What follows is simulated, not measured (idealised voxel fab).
process module | voxel self aligned contacts
cross-section cut | 170 nm wide | cells 5 nm
A cross-section is a grid of square cells, given in bands from the top down. A band is one or more rows of cells.
Each band's line starts with the height of the band's top and of its bottom, in nm. Then come its materials from left to right, each with its width in nm. One material with "throughout" fills the band from edge to edge. "air" is empty space.
Height 0 is the level under which the wafer as received is all one material. The lowest band goes on downwards, as in "0 down".
A width such as "30 to 40" changes by the same amount from each row of cells to the next, from the band's top row to its bottom row.
"no change" after a step means that no cell of the cross-section changed.
closed voids: empty space of 8 cells or more with no open way to the top, each as width x height at its distance from the left edge, in nm
after a step's settings: what the simulator itself notes on the step
overlay nm, on a step with a mask: how far to the right of its planned place the mask lay; to the left if negative
Each pair below shows a cross-section before one step and the cross-section after it, down to the lowest band that changed. The line under each pair gives the step between them, with its settings. The pairs can come from different runs of this module on the same starting wafer, so a pair continues from the pair above only where its "before" says so.
before
  60 to 55: W throughout
  55 to 30: SiN throughout
  30 to 0: polySi throughout
  0 to -5: SiO2 throughout
  -5 down: Si throughout
  closed voids: none
after
  65 to 60: TiN throughout
  below 60: unchanged
  closed voids: none
the step between: op CONFORMAL_DEP | material TiN | thk nm 5
before: the cross-section after the pair above
after
  70 to 65: W throughout
  below 65: unchanged
  closed voids: none
the step between: op FILL_DEP | material W | thk nm 5
before: the cross-section after the pair above
after
  60 to 55: W throughout
  below 55: unchanged
  closed voids: none
the step between: op CMP | height nm 60
before: the cross-section after the pair above
after
  65 to 60: SiN throughout
  below 60: unchanged
  closed voids: none
the step between: op CONFORMAL_DEP | material SiN | thk nm 5
before
  60 to 55: SiO2 throughout
  55 to 30: SiO2 20 | SiN 50 | SiO2 25 | SiN 50 | SiO2 25
  30 to 0: SiO2 20 | SiN 10 | polySi 30 | SiN 10 | SiO2 25 | SiN 10 | polySi 30 | SiN 10 | SiO2 25
  0 to -5: SiO2 throughout
  -5 down: Si throughout
  closed voids: none
after
  60 to 55: air 55 | SiO2 55 | air 60
  55 to 30: air 20 | SiN 50 | SiO2 25 | SiN 50 | air 25
  30 to 0: air 20 | SiN 10 | polySi 30 | SiN 10 | SiO2 25 | SiN 10 | polySi 30 | SiN 10 | air 25
  0 to -5: air 20 | SiO2 125 | air 25
  below -5: unchanged
  closed voids: none
the step between: op MASKED_ETCH | tone cover | mask id CONTACT | width nm 55 | etch materials SiO2 | depth nm 65 | overlay nm 0
before: the cross-section after the pair above
after
  65 to 60: air 50 | TiN 65 | air 55
  60 to 55: air 15 | TiN 40 | SiO2 55 | TiN 40 | air 20
  55 to 30: air 15 | TiN 5 | SiN 50 | SiO2 25 | SiN 50 | TiN 5 | air 20
  30 to 0: air 15 | TiN 5 | SiN 10 | polySi 30 | SiN 10 | SiO2 25 | SiN 10 | polySi 30 | SiN 10 | TiN 5 | air 20
  0 to -5: TiN 20 | SiO2 125 | TiN 25
  below -5: unchanged
  closed voids: none
the step between: op CONFORMAL_DEP | material TiN | thk nm 5
before: the cross-section after the pair above
after
  70 to 65: W throughout
  65 to 60: W 50 | TiN 65 | W 55
  60 to 55: W 15 | TiN 40 | SiO2 55 | TiN 40 | W 20
  55 to 30: W 15 | TiN 5 | SiN 50 | SiO2 25 | SiN 50 | TiN 5 | W 20
  30 to 0: W 15 | TiN 5 | SiN 10 | polySi 30 | SiN 10 | SiO2 25 | SiN 10 | polySi 30 | SiN 10 | TiN 5 | W 20
  below 0: unchanged
  closed voids: none
the step between: op FILL_DEP | material W | thk nm 5
before: the cross-section after the pair above
after
  60 to 55: W 15 | TiN 40 | SiO2 55 | TiN 40 | W 20
  below 55: unchanged
  closed voids: none
the step between: op CMP | height nm 60
before: the cross-section after the pair above
after
  65 to 60: SiN throughout
  below 60: unchanged
  closed voids: none
the step between: op CONFORMAL_DEP | material SiN | thk nm 5
